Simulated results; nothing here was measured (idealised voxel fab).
The name of this process module is voxel gate over fins.
The figure presents cross-section cut, which has a width of 255 nm and is divided into square cells with an edge length of 5 nm.
If you're reading a cross-section in this doc, picture square cells in a grid; it comes to you as bands, top ones listed first down to the bottom, and a band can be one or more rows of cells.
This entry defines a band. It first specifies the height of the band's top and the height of its bottom in nm, and then specifies the band's materials from left to right, stating each material with its width in nm. The word "all across" identifies a single material that fills the band from edge to edge, while the word "air" identifies empty space.
Basically, 0 is our baseline, since under it the wafer straight out of the box is all one material. The bottom band has no lower end and keeps on going down, so it looks like "0 -> down".
When a width is written as two numbers, as in "30..40", the first number is the width in the top row of cells of the band and the second is the width in its bottom row, and the width changes by the same amount from each row to the next.
Step marked "remained the same"? Then no cell in the cross-section changed in it.
"Cavities, sealed" enumerates empty spaces isolated from the top, with no open way to it, that contain at least 8 cells, giving each as width x height at distance from the left edge, all three in nm.
The remark found on a step's line after its settings is issued by the simulator itself and pertains to that step.
overlay nm: on a step with a mask, how far right of its planned place the mask lay; negative means left.

# Planned step list for the process
1. RECEIVE,material Si
2. CONFORMAL_DEP,material SiN,thk nm 5
3. DIRECTIONAL_DEP,material aC,thk nm 15
4. PATTERN,tone cover,mask id FINS,material resist,width nm 15,pitch nm 35,thk nm 35,overlay nm 0
5. DIRECTIONAL_ETCH,etch materials aC,depth nm 15
6. STRIP,etch materials resist
7. DIRECTIONAL_ETCH,etch materials SiN,depth nm 5
8. DIRECTIONAL_ETCH,etch materials Si,depth nm 30
9. STRIP,etch materials aC
10. FILL_DEP,material SiO2,thk nm 15
11. CMP,height nm 5
12. SELECTIVE_ETCH,etch materials SiO2,depth nm 15
13. STRIP,etch materials SiN
14. CONFORMAL_DEP,material HfO2,thk nm 5
15. CONFORMAL_DEP,material TiN,thk nm 5
16. CONFORMAL_DEP,material TiAl,thk nm 5
17. CONFORMAL_DEP,material TiN,thk nm 5
18. FILL_DEP,material W,thk nm 15
19. CMP,height nm 30
20. CONFORMAL_DEP,material SiN,thk nm 10

# First wafer, two in total, run as planned

# So this is the incoming wafer in cross-section - it's already been through step 1
	0 -> down  Si all across
	Cavities, sealed: none

# Step 2 done - wafer cross-section
	5 -> 0  SiN all across
	No changes below 0.

# Step 3 done - wafer cross-section
	20 -> 5  aC all across
	No changes below 5.

# Step 4 done - wafer cross-section
	55 -> 20  air (65)  resist (15)  air (20)  resist (15)  air (20)  resist (15)  air (20)  resist (15)  air (70)
	No changes below 20.

# Step 5 done - wafer cross-section
	40 -> 20  air (65)  resist (15)  air (20)  resist (15)  air (20)  resist (15)  air (20)  resist (15)  air (70)
	20 -> 5  air (65)  aC (15)  air (20)  aC (15)  air (20)  aC (15)  air (20)  aC (15)  air (70)
	No changes below 5.

# Step 6 done - wafer cross-section
	20 -> 5  air (65)  aC (15)  air (20)  aC (15)  air (20)  aC (15)  air (20)  aC (15)  air (70)
	No changes below 5.

# Step 7 done - wafer cross-section
	20 -> 5  air (65)  aC (15)  air (20)  aC (15)  air (20)  aC (15)  air (20)  aC (15)  air (70)
	5 -> 0  air (65)  SiN (15)  air (20)  SiN (15)  air (20)  SiN (15)  air (20)  SiN (15)  air (70)
	No changes below 0.

# Step 8 done - wafer cross-section
	20 -> 5  air (65)  aC (15)  air (20)  aC (15)  air (20)  aC (15)  air (20)  aC (15)  air (70)
	5 -> 0  air (65)  SiN (15)  air (20)  SiN (15)  air (20)  SiN (15)  air (20)  SiN (15)  air (70)
	0 -> -30  air (65)  Si (15)  air (20)  Si (15)  air (20)  Si (15)  air (20)  Si (15)  air (70)
	No changes below -30.

# Step 9 done - wafer cross-section
	5 -> 0  air (65)  SiN (15)  air (20)  SiN (15)  air (20)  SiN (15)  air (20)  SiN (15)  air (70)
	No changes below 0.

# Step 10 done - wafer cross-section
	20 -> 5  SiO2 all across
	5 -> 0  SiO2 (65)  SiN (15)  SiO2 (20)  SiN (15)  SiO2 (20)  SiN (15)  SiO2 (20)  SiN (15)  SiO2 (70)
	0 -> -30  SiO2 (65)  Si (15)  SiO2 (20)  Si (15)  SiO2 (20)  Si (15)  SiO2 (20)  Si (15)  SiO2 (70)
	No changes below -30.

# Step 11 done - wafer cross-section
	5 -> 0  SiO2 (65)  SiN (15)  SiO2 (20)  SiN (15)  SiO2 (20)  SiN (15)  SiO2 (20)  SiN (15)  SiO2 (70)
	No changes below 0.

# Step 12 done - wafer cross-section
	5 -> 0  air (65)  SiN (15)  air (20)  SiN (15)  air (20)  SiN (15)  air (20)  SiN (15)  air (70)
	0 -> -10  air (65)  Si (15)  air (20)  Si (15)  air (20)  Si (15)  air (20)  Si (15)  air (70)
	No changes below -10.

# Step 13 done - wafer cross-section
	0 -> -10  air (65)  Si (15)  air (20)  Si (15)  air (20)  Si (15)  air (20)  Si (15)  air (70)
	No changes below -10.

# Step 14 done - wafer cross-section
	5 -> 0  air (60)  HfO2 (25)  air (10)  HfO2 (25)  air (10)  HfO2 (25)  air (10)  HfO2 (25)  air (65)
	0 -> -5  air (60)  HfO2 (5)  Si (15)  HfO2 (5)  air (10)  HfO2 (5)  Si (15)  HfO2 (5)  air (10)  HfO2 (5)  Si (15)  HfO2 (5)  air (10)  HfO2 (5)  Si (15)  HfO2 (5)  air (65)
	-5 -> -10  HfO2 (65)  Si (15)  HfO2 (20)  Si (15)  HfO2 (20)  Si (15)  HfO2 (20)  Si (15)  HfO2 (70)
	No changes below -10.

# Step 15 done - wafer cross-section
	10 -> 5  air (55)  TiN (140)  air (60)
	5 -> 0  air (55)  TiN (5)  HfO2 (25)  TiN (10)  HfO2 (25)  TiN (10)  HfO2 (25)  TiN (10)  HfO2 (25)  TiN (5)  air (60)
	0 -> -5  TiN (60)  HfO2 (5)  Si (15)  HfO2 (5)  TiN (10)  HfO2 (5)  Si (15)  HfO2 (5)  TiN (10)  HfO2 (5)  Si (15)  HfO2 (5)  TiN (10)  HfO2 (5)  Si (15)  HfO2 (5)  TiN (65)
	No changes below -5.

# Step 16 done - wafer cross-section
	15 -> 10  air (50)  TiAl (150)  air (55)
	10 -> 5  air (50)  TiAl (5)  TiN (140)  TiAl (5)  air (55)
	5 -> 0  TiAl (55)  TiN (5)  HfO2 (25)  TiN (10)  HfO2 (25)  TiN (10)  HfO2 (25)  TiN (10)  HfO2 (25)  TiN (5)  TiAl (60)
	No changes below 0.

# Step 17 done - wafer cross-section
	20 -> 15  air (45)  TiN (160)  air (50)
	15 -> 10  air (45)  TiN (5)  TiAl (150)  TiN (5)  air (50)
	10 -> 5  TiN (50)  TiAl (5)  TiN (140)  TiAl (5)  TiN (55)
	No changes below 5.

# Step 18 done - wafer cross-section
	35 -> 20  W all across
	20 -> 15  W (45)  TiN (160)  W (50)
	15 -> 10  W (45)  TiN (5)  TiAl (150)  TiN (5)  W (50)
	No changes below 10.

# Step 19 done - wafer cross-section
	30 -> 20  W all across
	No changes below 20.

# Step 20 done - wafer cross-section
	40 -> 30  SiN all across
	No changes below 30.

# Wafer two. Same start, same plan, one slip in execution. Same as wafer one through step 3, inclusive

# when step 4 should have ended
	55 -> 20  air (75)  resist (15)  air (20)  resist (15)  air (20)  resist (15)  air (20)  resist (15)  air (60)
	No changes below 20.

# when step 5 should have ended
	40 -> 20  air (75)  resist (15)  air (20)  resist (15)  air (20)  resist (15)  air (20)  resist (15)  air (60)
	20 -> 5  air (75)  aC (15)  air (20)  aC (15)  air (20)  aC (15)  air (20)  aC (15)  air (60)
	No changes below 5.

# when step 6 should have ended
	20 -> 5  air (75)  aC (15)  air (20)  aC (15)  air (20)  aC (15)  air (20)  aC (15)  air (60)
	No changes below 5.

# when step 7 should have ended
	20 -> 5  air (75)  aC (15)  air (20)  aC (15)  air (20)  aC (15)  air (20)  aC (15)  air (60)
	5 -> 0  air (75)  SiN (15)  air (20)  SiN (15)  air (20)  SiN (15)  air (20)  SiN (15)  air (60)
	No changes below 0.

# when step 8 should have ended
	20 -> 5  air (75)  aC (15)  air (20)  aC (15)  air (20)  aC (15)  air (20)  aC (15)  air (60)
	5 -> 0  air (75)  SiN (15)  air (20)  SiN (15)  air (20)  SiN (15)  air (20)  SiN (15)  air (60)
	0 -> -30  air (75)  Si (15)  air (20)  Si (15)  air (20)  Si (15)  air (20)  Si (15)  air (60)
	No changes below -30.

# when step 9 should have ended
	5 -> 0  air (75)  SiN (15)  air (20)  SiN (15)  air (20)  SiN (15)  air (20)  SiN (15)  air (60)
	No changes below 0.

# when step 10 should have ended
	20 -> 5  SiO2 all across
	5 -> 0  SiO2 (75)  SiN (15)  SiO2 (20)  SiN (15)  SiO2 (20)  SiN (15)  SiO2 (20)  SiN (15)  SiO2 (60)
	0 -> -30  SiO2 (75)  Si (15)  SiO2 (20)  Si (15)  SiO2 (20)  Si (15)  SiO2 (20)  Si (15)  SiO2 (60)
	No changes below -30.

# when step 11 should have ended
	5 -> 0  SiO2 (75)  SiN (15)  SiO2 (20)  SiN (15)  SiO2 (20)  SiN (15)  SiO2 (20)  SiN (15)  SiO2 (60)
	No changes below 0.

# when step 12 should have ended
	5 -> 0  air (75)  SiN (15)  air (20)  SiN (15)  air (20)  SiN (15)  air (20)  SiN (15)  air (60)
	0 -> -10  air (75)  Si (15)  air (20)  Si (15)  air (20)  Si (15)  air (20)  Si (15)  air (60)
	No changes below -10.

# when step 13 should have ended
	0 -> -10  air (75)  Si (15)  air (20)  Si (15)  air (20)  Si (15)  air (20)  Si (15)  air (60)
	No changes below -10.

# when step 14 should have ended
	5 -> 0  air (70)  HfO2 (25)  air (10)  HfO2 (25)  air (10)  HfO2 (25)  air (10)  HfO2 (25)  air (55)
	0 -> -5  air (70)  HfO2 (5)  Si (15)  HfO2 (5)  air (10)  HfO2 (5)  Si (15)  HfO2 (5)  air (10)  HfO2 (5)  Si (15)  HfO2 (5)  air (10)  HfO2 (5)  Si (15)  HfO2 (5)  air (55)
	-5 -> -10  HfO2 (75)  Si (15)  HfO2 (20)  Si (15)  HfO2 (20)  Si (15)  HfO2 (20)  Si (15)  HfO2 (60)
	No changes below -10.

# when step 15 should have ended
	10 -> 5  air (65)  TiN (140)  air (50)
	5 -> 0  air (65)  TiN (5)  HfO2 (25)  TiN (10)  HfO2 (25)  TiN (10)  HfO2 (25)  TiN (10)  HfO2 (25)  TiN (5)  air (50)
	0 -> -5  TiN (70)  HfO2 (5)  Si (15)  HfO2 (5)  TiN (10)  HfO2 (5)  Si (15)  HfO2 (5)  TiN (10)  HfO2 (5)  Si (15)  HfO2 (5)  TiN (10)  HfO2 (5)  Si (15)  HfO2 (5)  TiN (55)
	No changes below -5.

# when step 16 should have ended
	15 -> 10  air (60)  TiAl (150)  air (45)
	10 -> 5  air (60)  TiAl (5)  TiN (140)  TiAl (5)  air (45)
	5 -> 0  TiAl (65)  TiN (5)  HfO2 (25)  TiN (10)  HfO2 (25)  TiN (10)  HfO2 (25)  TiN (10)  HfO2 (25)  TiN (5)  TiAl (50)
	No changes below 0.

# when step 17 should have ended
	20 -> 15  air (55)  TiN (160)  air (40)
	15 -> 10  air (55)  TiN (5)  TiAl (150)  TiN (5)  air (40)
	10 -> 5  TiN (60)  TiAl (5)  TiN (140)  TiAl (5)  TiN (45)
	No changes below 5.

# when step 18 should have ended
	35 -> 20  W all across
	20 -> 15  W (55)  TiN (160)  W (40)
	15 -> 10  W (55)  TiN (5)  TiAl (150)  TiN (5)  W (40)
	No changes below 10.

# when step 19 should have ended
	30 -> 20  W all across
	No changes below 20.

# when step 20 should have ended
	40 -> 30  SiN all across
	No changes below 30.
So what did we get wrong on this run? contrary to plan, step 4 was performed as PATTERN,tone cover,mask id FINS,material resist,width nm 15,pitch nm 35,thk nm 35,overlay nm 10
By the end, you'd get the same cell count for each material on either wafer, but the second wafer puts them somewhere else.
